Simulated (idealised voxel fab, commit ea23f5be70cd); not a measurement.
Process module in this document: voxel gate over fins
Square cell edge 5 nm, section width 230 nm, ID cut.
Cross-section format: a grid of square cells, given as bands from top to bottom; each band is one or more rows of cells. The entry gives the band's vertical extent as a top height and a bottom height in nm, then its horizontal make-up as materials from left to right, each with a width in nm. "air" stands for empty space; a single material marked "edge to edge" fills the band edge to edge. Beneath 0, the wafer as received is one material, and that level is where height counting begins. The lowest band goes on downward without a bottom; it is written like "0 nm and below". You'd read "30 to 40" like this: the band's top row of cells is as wide as the first number, its bottom row is as wide as the second, and going down, every row changes width by the same amount as the row before did. Where the words "no modifications" appear for a step, the cross-section shows no cell changed by that step; every cell remained as before. The entry "Sealed voids" lists the empty spaces that cover at least 8 cells and have no open path to the top. Each is written as width x height at distance, where the distance is measured from the left edge and all three values are in nm. Heads up: the bit after the settings on a step's line is the simulator's remark on that step. If you see "overlay nm" on a step's line and that step has a mask, it's telling you how far right of where it was planned the mask ended up; a negative number means it went left instead.
[Process steps foreseen in the plan]
1) RECEIVE (material Si)
2) CONFORMAL_DEP (material SiN; thk nm 5)
3) PATTERN (tone cover; mask id FINS; material resist; width nm 15; pitch nm 50; thk nm 20; overlay nm 0)
4) DIRECTIONAL_ETCH (etch materials SiN; depth nm 5)
5) DIRECTIONAL_ETCH (etch materials Si; depth nm 40)
6) STRIP (etch materials resist)
7) OXIDIZE (depth nm 5)
8) FILL_DEP (material SiO2; thk nm 10)
9) CMP (height nm 5)
10) DIRECTIONAL_DEP (material aC; thk nm 10)
11) PATTERN (tone open; mask id RAIL; material resist; width nm 15; thk nm 25; overlay nm 0)
12) DIRECTIONAL_ETCH (etch materials aC; depth nm 10)
13) STRIP (etch materials resist)
14) DIRECTIONAL_ETCH (etch materials SiO2; depth nm 40)
15) STRIP (etch materials aC)
16) CONFORMAL_DEP (material TiN; thk nm 5)
17) FILL_DEP (material W; thk nm 10)
18) CMP (height nm 5)
19) SELECTIVE_ETCH (etch materials W Ru TiN; depth nm 25)
20) FILL_DEP (material SiO2; thk nm 5)
21) CMP (height nm 5)
22) SELECTIVE_ETCH (etch materials SiO2; depth nm 20)
23) STRIP (etch materials SiN)
24) CONFORMAL_DEP (material HfO2; thk nm 5)
25) CONFORMAL_DEP (material TiN; thk nm 5)
26) CONFORMAL_DEP (material TiAl; thk nm 5)
27) CONFORMAL_DEP (material TiN; thk nm 5)
28) FILL_DEP (material W; thk nm 15)
29) CMP (height nm 30)
30) CONFORMAL_DEP (material SiN; thk nm 5)
[Delivered wafer in cross-section: state after step 1]
	0 nm and below = Si edge to edge
	Sealed voids: none
[Cross-sectional result after module completion. Note: starting condition and plan are unchanged from above; one processing mistake was made]
	35 nm to 30 nm = SiN edge to edge
	30 nm to 25 nm = W edge to edge
	25 nm to 20 nm = 85 W, then 55 TiN, then 90 W
	20 nm to 15 nm = 65 W, then 25 TiN, then 45 TiAl, then 25 TiN, then 70 W
	15 nm to 10 nm = 65 W, then 5 TiN, then 25 TiAl, then 35 TiN, then 25 TiAl, then 5 TiN, then 70 W
	10 nm to 5 nm = 65 W, then 5 TiN, then 5 TiAl, then 25 TiN, then 25 HfO2, then 25 TiN, then 5 TiAl, then 5 TiN, then 70 W
	5 nm to 0 nm = 70 TiN, then 5 TiAl, then 5 TiN, then 15 HfO2, then 5 TiN, then 5 HfO2, then 15 TiN, then 5 HfO2, then 5 TiN, then 15 HfO2, then 5 TiN, then 5 TiAl, then 75 TiN
	0 nm to -5 nm = 75 TiAl, then 5 TiN, then 5 HfO2, then 5 Si, then 5 HfO2, then 5 TiN, then 5 HfO2, then 15 TiN, then 5 HfO2, then 5 TiN, then 5 HfO2, then 5 Si, then 5 HfO2, then 5 TiN, then 80 TiAl
	-5 nm to -10 nm = 80 TiN, then 5 HfO2, then 5 Si, then 5 HfO2, then 5 TiN, then 5 HfO2, then 15 TiN, then 5 HfO2, then 5 TiN, then 5 HfO2, then 5 Si, then 5 HfO2, then 85 TiN
	-10 nm to -15 nm = 85 HfO2, then 5 Si, then 15 HfO2, then 15 TiN, then 15 HfO2, then 5 Si, then 90 HfO2
	-15 nm to -20 nm = 85 SiO2, then 5 Si, then 15 SiO2, then 15 TiN, then 15 SiO2, then 5 Si, then 90 SiO2
	-20 nm to -30 nm = 85 SiO2, then 5 Si, then 15 SiO2, then 5 TiN, then 5 W, then 5 TiN, then 15 SiO2, then 5 Si, then 90 SiO2
	-30 nm to -35 nm = 85 SiO2, then 5 Si, then 15 SiO2, then 15 TiN, then 15 SiO2, then 5 Si, then 90 SiO2
	-35 nm to -45 nm = 85 SiO2, then 5 Si, then 45 SiO2, then 5 Si, then 90 SiO2
	-45 nm and below = Si edge to edge
	Sealed voids: none
What broke from the plan during processing? step 20 was not run as planned; what actually ran was FILL_DEP (material TiN; thk nm 5)
